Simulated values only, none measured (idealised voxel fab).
The name of this process module is voxel wiring stack.
Shown is cross-section cut, with a width of 220 nm and square cells of size 5 nm.
Cross-section, as written here: a square-cell grid given band by band from the top down, where a band holds one or more rows of cells. Per band: top height and bottom height in nm, followed by the left-to-right materials and their widths in nm; "all across" marks a single material spanning edge to edge, "empty" marks empty space. Beneath 0, the wafer as received is one material, and that level is where height counting begins. The lowest band goes on downward without a bottom; it is written like "top 0, no bottom". Note: "30 to 40" means the width goes from the first number (top row of the band) to the second number (bottom row) in equal steps per row of cells. "nothing was modified" after a step means that no cell of the cross-section changed. The list in "Closed void roster" covers empty spaces of 8 cells or more that cannot reach the top through any open way, and it gives each as width x height at distance; the distance is from the left edge, and width, height and distance are in nm. Note: text after step settings on the step line = simulator remark on that step. The line of a step may include "overlay nm". On a step with a mask, this value is how far to the right of its planned place the mask lay. A negative value means the mask lay to the left.
## Planned step list for the process
1,RECEIVE | material Si
2,CONFORMAL_DEP | material SiO2 | thk nm 15
3,CONFORMAL_DEP | material SiN | thk nm 5
4,DIRECTIONAL_DEP | material SiO2 | thk nm 25
5,PATTERN | tone open | mask id METAL_1 | material resist | width nm 25 | pitch nm 50 | thk nm 20 | overlay nm 0
6,DIRECTIONAL_ETCH | etch materials SiO2 | depth nm 25
7,DIRECTIONAL_ETCH | etch materials SiN | depth nm 5
8,STRIP | etch materials resist
9,CONFORMAL_DEP | material TiN | thk nm 5
10,FILL_DEP | material W | thk nm 5
11,CMP | height nm 45
12,CONFORMAL_DEP | material SiCN | thk nm 5
13,DIRECTIONAL_DEP | material SiO2 | thk nm 10
14,PATTERN | tone open | mask id PLUG_1 | material resist | width nm 15 | pitch nm 50 | thk nm 20 | overlay nm 0
15,DIRECTIONAL_ETCH | etch materials SiO2 | depth nm 10
16,DIRECTIONAL_ETCH | etch materials SiCN | depth nm 5
17,STRIP | etch materials resist
18,EPI | material Ru | thk nm 10
19,EPI | material Ru | thk nm 5
20,DIRECTIONAL_DEP | material TiN | thk nm 5
21,DIRECTIONAL_DEP | material Ru | thk nm 25
22,PATTERN | tone cover | mask id METAL_2 | material resist | width nm 25 | pitch nm 50 | thk nm 15 | overlay nm 0
23,DIRECTIONAL_ETCH | etch materials Ru | depth nm 25
24,DIRECTIONAL_ETCH | etch materials TiN | depth nm 5
25,STRIP | etch materials resist
26,FILL_DEP | material SiO2 | thk nm 10
27,CMP | height nm 90
28,CONFORMAL_DEP | material SiN | thk nm 5
## The first of two wafers, run as planned
## Received-state cross-section, reflecting completion of step 1
* top 0, no bottom | Si all across
* Closed void roster: none
## After step 2, in cross-section
* top 15, bottom 0 | SiO2 all across
* Whatever lies below 0 is exactly as it was before.
## After step 3, in cross-section
* top 20, bottom 15 | SiN all across
* Whatever lies below 15 is exactly as it was before.
## After step 4, in cross-section
* top 45, bottom 20 | SiO2 all across
* Whatever lies below 20 is exactly as it was before.
## After step 5, in cross-section
* top 65, bottom 45 | 70 resist, then 25 empty, then 25 resist, then 25 empty, then 75 resist
* Whatever lies below 45 is exactly as it was before.
## After step 6, in cross-section
* top 65, bottom 45 | 70 resist, then 25 empty, then 25 resist, then 25 empty, then 75 resist
* top 45, bottom 20 | 70 SiO2, then 25 empty, then 25 SiO2, then 25 empty, then 75 SiO2
* Whatever lies below 20 is exactly as it was before.
## After step 7, in cross-section
* top 65, bottom 45 | 70 resist, then 25 empty, then 25 resist, then 25 empty, then 75 resist
* top 45, bottom 20 | 70 SiO2, then 25 empty, then 25 SiO2, then 25 empty, then 75 SiO2
* top 20, bottom 15 | 70 SiN, then 25 empty, then 25 SiN, then 25 empty, then 75 SiN
* Whatever lies below 15 is exactly as it was before.
## After step 8, in cross-section
* top 45, bottom 20 | 70 SiO2, then 25 empty, then 25 SiO2, then 25 empty, then 75 SiO2
* Whatever lies below 20 is exactly as it was before.
## After step 9, in cross-section
* top 50, bottom 45 | 75 TiN, then 15 empty, then 35 TiN, then 15 empty, then 80 TiN
* top 45, bottom 20 | 70 SiO2, then 5 TiN, then 15 empty, then 5 TiN, then 25 SiO2, then 5 TiN, then 15 empty, then 5 TiN, then 75 SiO2
* top 20, bottom 15 | 70 SiN, then 25 TiN, then 25 SiN, then 25 TiN, then 75 SiN
* Whatever lies below 15 is exactly as it was before.
## After step 10, in cross-section
* top 55, bottom 50 | W all across
* top 50, bottom 45 | 75 TiN, then 15 W, then 35 TiN, then 15 W, then 80 TiN
* top 45, bottom 20 | 70 SiO2, then 5 TiN, then 15 W, then 5 TiN, then 25 SiO2, then 5 TiN, then 15 W, then 5 TiN, then 75 SiO2
* Whatever lies below 20 is exactly as it was before.
## After step 11, in cross-section
* top 45, bottom 20 | 70 SiO2, then 5 TiN, then 15 W, then 5 TiN, then 25 SiO2, then 5 TiN, then 15 W, then 5 TiN, then 75 SiO2
* Whatever lies below 20 is exactly as it was before.
## After step 12, in cross-section
* top 50, bottom 45 | SiCN all across
* Whatever lies below 45 is exactly as it was before.
## After step 13, in cross-section
* top 60, bottom 50 | SiO2 all across
* Whatever lies below 50 is exactly as it was before.
## After step 14, in cross-section
* top 80, bottom 60 | 70 resist, then 15 empty, then 35 resist, then 15 empty, then 85 resist
* Whatever lies below 60 is exactly as it was before.
## After step 15, in cross-section
* top 80, bottom 60 | 70 resist, then 15 empty, then 35 resist, then 15 empty, then 85 resist
* top 60, bottom 50 | 70 SiO2, then 15 empty, then 35 SiO2, then 15 empty, then 85 SiO2
* Whatever lies below 50 is exactly as it was before.
## After step 16, in cross-section
* top 80, bottom 60 | 70 resist, then 15 empty, then 35 resist, then 15 empty, then 85 resist
* top 60, bottom 50 | 70 SiO2, then 15 empty, then 35 SiO2, then 15 empty, then 85 SiO2
* top 50, bottom 45 | 70 SiCN, then 15 empty, then 35 SiCN, then 15 empty, then 85 SiCN
* Whatever lies below 45 is exactly as it was before.
## After step 17, in cross-section
* top 60, bottom 50 | 70 SiO2, then 15 empty, then 35 SiO2, then 15 empty, then 85 SiO2
* Whatever lies below 50 is exactly as it was before.
## After step 18, in cross-section
* top 60, bottom 55 | 70 SiO2, then 15 empty, then 35 SiO2, then 15 empty, then 85 SiO2
* top 55, bottom 50 | 70 SiO2, then 15 Ru, then 35 SiO2, then 15 Ru, then 85 SiO2
* top 50, bottom 45 | 70 SiCN, then 15 Ru, then 35 SiCN, then 15 Ru, then 85 SiCN
* Whatever lies below 45 is exactly as it was before.
## After step 19, in cross-section
* top 60, bottom 50 | 70 SiO2, then 15 Ru, then 35 SiO2, then 15 Ru, then 85 SiO2
* Whatever lies below 50 is exactly as it was before.
## After step 20, in cross-section
* top 65, bottom 60 | TiN all across
* Whatever lies below 60 is exactly as it was before.
## After step 21, in cross-section
* top 90, bottom 65 | Ru all across
* Whatever lies below 65 is exactly as it was before.
## After step 22, in cross-section
* top 105, bottom 90 | 70 empty, then 25 resist, then 25 empty, then 25 resist, then 75 empty
* Whatever lies below 90 is exactly as it was before.
## After step 23, in cross-section
* top 105, bottom 90 | 70 empty, then 25 resist, then 25 empty, then 25 resist, then 75 empty
* top 90, bottom 65 | 70 empty, then 25 Ru, then 25 empty, then 25 Ru, then 75 empty
* Whatever lies below 65 is exactly as it was before.
## After step 24, in cross-section
* top 105, bottom 90 | 70 empty, then 25 resist, then 25 empty, then 25 resist, then 75 empty
* top 90, bottom 65 | 70 empty, then 25 Ru, then 25 empty, then 25 Ru, then 75 empty
* top 65, bottom 60 | 70 empty, then 25 TiN, then 25 empty, then 25 TiN, then 75 empty
* Whatever lies below 60 is exactly as it was before.
## After step 25, in cross-section
* top 90, bottom 65 | 70 empty, then 25 Ru, then 25 empty, then 25 Ru, then 75 empty
* Whatever lies below 65 is exactly as it was before.
## After step 26, in cross-section
* top 100, bottom 90 | SiO2 all across
* top 90, bottom 65 | 70 SiO2, then 25 Ru, then 25 SiO2, then 25 Ru, then 75 SiO2
* top 65, bottom 60 | 70 SiO2, then 25 TiN, then 25 SiO2, then 25 TiN, then 75 SiO2
* Whatever lies below 60 is exactly as it was before.
## After step 27, in cross-section
* top 90, bottom 65 | 70 SiO2, then 25 Ru, then 25 SiO2, then 25 Ru, then 75 SiO2
* Whatever lies below 65 is exactly as it was before.
## After step 28, in cross-section
* top 95, bottom 90 | SiN all across
* Whatever lies below 90 is exactly as it was before.
## Second of two: same start, same plan, one run error; steps up to and including 13 match the first
## At the planned end of step 14, the second wafer in cross-section
* top 80, bottom 60 | 65 resist, then 25 empty, then 25 resist, then 25 empty, then 80 resist
* Whatever lies below 60 is exactly as it was before.
## At the planned end of step 15, the second wafer in cross-section
* top 80, bottom 60 | 65 resist, then 25 empty, then 25 resist, then 25 empty, then 80 resist
* top 60, bottom 50 | 65 SiO2, then 25 empty, then 25 SiO2, then 25 empty, then 80 SiO2
* Whatever lies below 50 is exactly as it was before.
## At the planned end of step 16, the second wafer in cross-section
* top 80, bottom 60 | 65 resist, then 25 empty, then 25 resist, then 25 empty, then 80 resist
* top 60, bottom 50 | 65 SiO2, then 25 empty, then 25 SiO2, then 25 empty, then 80 SiO2
* top 50, bottom 45 | 65 SiCN, then 25 empty, then 25 SiCN, then 25 empty, then 80 SiCN
* Whatever lies below 45 is exactly as it was before.
## At the planned end of step 17, the second wafer in cross-section
* top 60, bottom 50 | 65 SiO2, then 25 empty, then 25 SiO2, then 25 empty, then 80 SiO2
* Whatever lies below 50 is exactly as it was before.
## At the planned end of step 18, the second wafer in cross-section
* top 60, bottom 55 | 65 SiO2, then 25 empty, then 25 SiO2, then 25 empty, then 80 SiO2
* top 55, bottom 50 | 65 SiO2, then 25 Ru, then 25 SiO2, then 25 Ru, then 80 SiO2
* top 50, bottom 45 | 65 SiCN, then 25 Ru, then 25 SiCN, then 25 Ru, then 80 SiCN
* Whatever lies below 45 is exactly as it was before.
## At the planned end of step 19, the second wafer in cross-section
* top 60, bottom 50 | 65 SiO2, then 25 Ru, then 25 SiO2, then 25 Ru, then 80 SiO2
* Whatever lies below 50 is exactly as it was before.
## At the planned end of step 20, the second wafer in cross-section
* top 65, bottom 60 | TiN all across
* Whatever lies below 60 is exactly as it was before.
## At the planned end of step 21, the second wafer in cross-section
* top 90, bottom 65 | Ru all across
* Whatever lies below 65 is exactly as it was before.
## At the planned end of step 22, the second wafer in cross-section
* top 105, bottom 90 | 70 empty, then 25 resist, then 25 empty, then 25 resist, then 75 empty
* Whatever lies below 90 is exactly as it was before.
## At the planned end of step 23, the second wafer in cross-section
* top 105, bottom 90 | 70 empty, then 25 resist, then 25 empty, then 25 resist, then 75 empty
* top 90, bottom 65 | 70 empty, then 25 Ru, then 25 empty, then 25 Ru, then 75 empty
* Whatever lies below 65 is exactly as it was before.
## At the planned end of step 24, the second wafer in cross-section
* top 105, bottom 90 | 70 empty, then 25 resist, then 25 empty, then 25 resist, then 75 empty
* top 90, bottom 65 | 70 empty, then 25 Ru, then 25 empty, then 25 Ru, then 75 empty
* top 65, bottom 60 | 70 empty, then 25 TiN, then 25 empty, then 25 TiN, then 75 empty
* Whatever lies below 60 is exactly as it was before.
## At the planned end of step 25, the second wafer in cross-section
* top 90, bottom 65 | 70 empty, then 25 Ru, then 25 empty, then 25 Ru, then 75 empty
* Whatever lies below 65 is exactly as it was before.
## At the planned end of step 26, the second wafer in cross-section
* top 100, bottom 90 | SiO2 all across
* top 90, bottom 65 | 70 SiO2, then 25 Ru, then 25 SiO2, then 25 Ru, then 75 SiO2
* top 65, bottom 60 | 70 SiO2, then 25 TiN, then 25 SiO2, then 25 TiN, then 75 SiO2
* Whatever lies below 60 is exactly as it was before.
## At the planned end of step 27, the second wafer in cross-section
* top 90, bottom 65 | 70 SiO2, then 25 Ru, then 25 SiO2, then 25 Ru, then 75 SiO2
* Whatever lies below 65 is exactly as it was before.
## At the planned end of step 28, the second wafer in cross-section
* top 95, bottom 90 | SiN all across
* Whatever lies below 90 is exactly as it was before.
It is concluded that the wafer was processed incorrectly with respect to the plan, in that for step 14, the planned setting was not used; the step was instead run as PATTERN | tone open | mask id PLUG_1 | material resist | width nm 25 | pitch nm 50 | thk nm 20 | overlay nm 0
The final cell counts differ between the wafers, with the second having more or fewer of some materials than the first: Ru +12; SiCN -4; SiO2 -8
